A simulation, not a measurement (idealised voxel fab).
Title: Process Module voxel ribs on slabs
The width of the displayed cross-section, cut, is 220 nm; its cells are square, with a size of 5 nm.
Just so we're on the same page, the cross-sections are grids of square cells, and they're listed out in bands top to bottom, each band one or more rows deep. A band entry consists of two parts. The first gives the height of the band's top and the height of its bottom, in nm. The rest lists the band's materials from left to right, each with its width in nm. A single material labelled with the word "throughout" fills the band from edge to edge, and the word "blank" marks empty space. Basically, 0 is our baseline, since under it the wafer straight out of the box is all one material. The bottom band has no lower end and keeps on going down, so it looks like "z 0 and below". So if you see something like "30->40" for the width, read it as the top row of the band sitting at the first number and the bottom row at the second, with every row in between moving by the same amount as the last. Step note "identical to before" = no cross-section cell changed. You'll see "Completely enclosed voids" listing empty spaces that have no way open to the top, as long as they're 8 cells or more; the notation is width x height at distance, where the distance is from the left edge, and all of it is in nm. Step line, after settings: the simulator's comment on this step. overlay nm: where the mask lay relative to plan, measured to the right, on steps with a mask; negatives go left.
**plan**
1,RECEIVE | material Si
2,DIRECTIONAL_DEP | material SiO2 | thk nm 30
3,DIRECTIONAL_DEP | material polySi | thk nm 15
4,MASKED_ETCH | tone cover | mask id RIB | width nm 15 | etch materials polySi | depth nm 10 | overlay nm 0
5,MASKED_ETCH | tone cover | mask id SLAB | width nm 65 | etch materials polySi | depth nm 5 | overlay nm 0
6,FILL_DEP | material SiO2 | thk nm 25
7,CMP | height nm 65
8,DIRECTIONAL_DEP | material TiN | thk nm 10
9,PATTERN | tone cover | mask id HEATER | material resist | width nm 25 | thk nm 20 | overlay nm 0
10,DIRECTIONAL_ETCH | etch materials TiN | depth nm 10
11,STRIP | etch materials resist
12,CONFORMAL_DEP | material SiO2 | thk nm 5
**Shown in cross-section is the wafer as received, that is, as it stands after step 1**
	z 0 and below: Si throughout
	Completely enclosed voids: none
**First wafer of two, sectioned at end of module; run went per plan**
	z 80 to 75: blank 90 | SiO2 35 | blank 95
	z 75 to 70: blank 90 | SiO2 5 | TiN 25 | SiO2 5 | blank 95
	z 70 to 65: SiO2 95 | TiN 25 | SiO2 100
	z 65 to 45: SiO2 throughout
	z 45 to 35: SiO2 100 | polySi 15 | SiO2 105
	z 35 to 30: SiO2 75 | polySi 65 | SiO2 80
	z 30 to 0: SiO2 throughout
	z 0 and below: Si throughout
	Completely enclosed voids: none
**Cross-section at end of module for the second wafer of two, which matched the first in starting point and plan and differed by one mistake in its processing**
	z 80 to 75: blank 90 | SiO2 35 | blank 95
	z 75 to 70: blank 90 | SiO2 5 | TiN 25 | SiO2 5 | blank 95
	z 70 to 65: SiO2 95 | TiN 25 | SiO2 100
	z 65 to 60: SiO2 75 | polySi 65 | SiO2 80
	z 60 to 0: SiO2 throughout
	z 0 and below: Si throughout
	Completely enclosed voids: none
Against the plan, the run slipped here: twice over, step 2 of the plan was run
Materials where the second wafer ends with more or fewer cells than the first: +6 SiO2 | -6 polySi
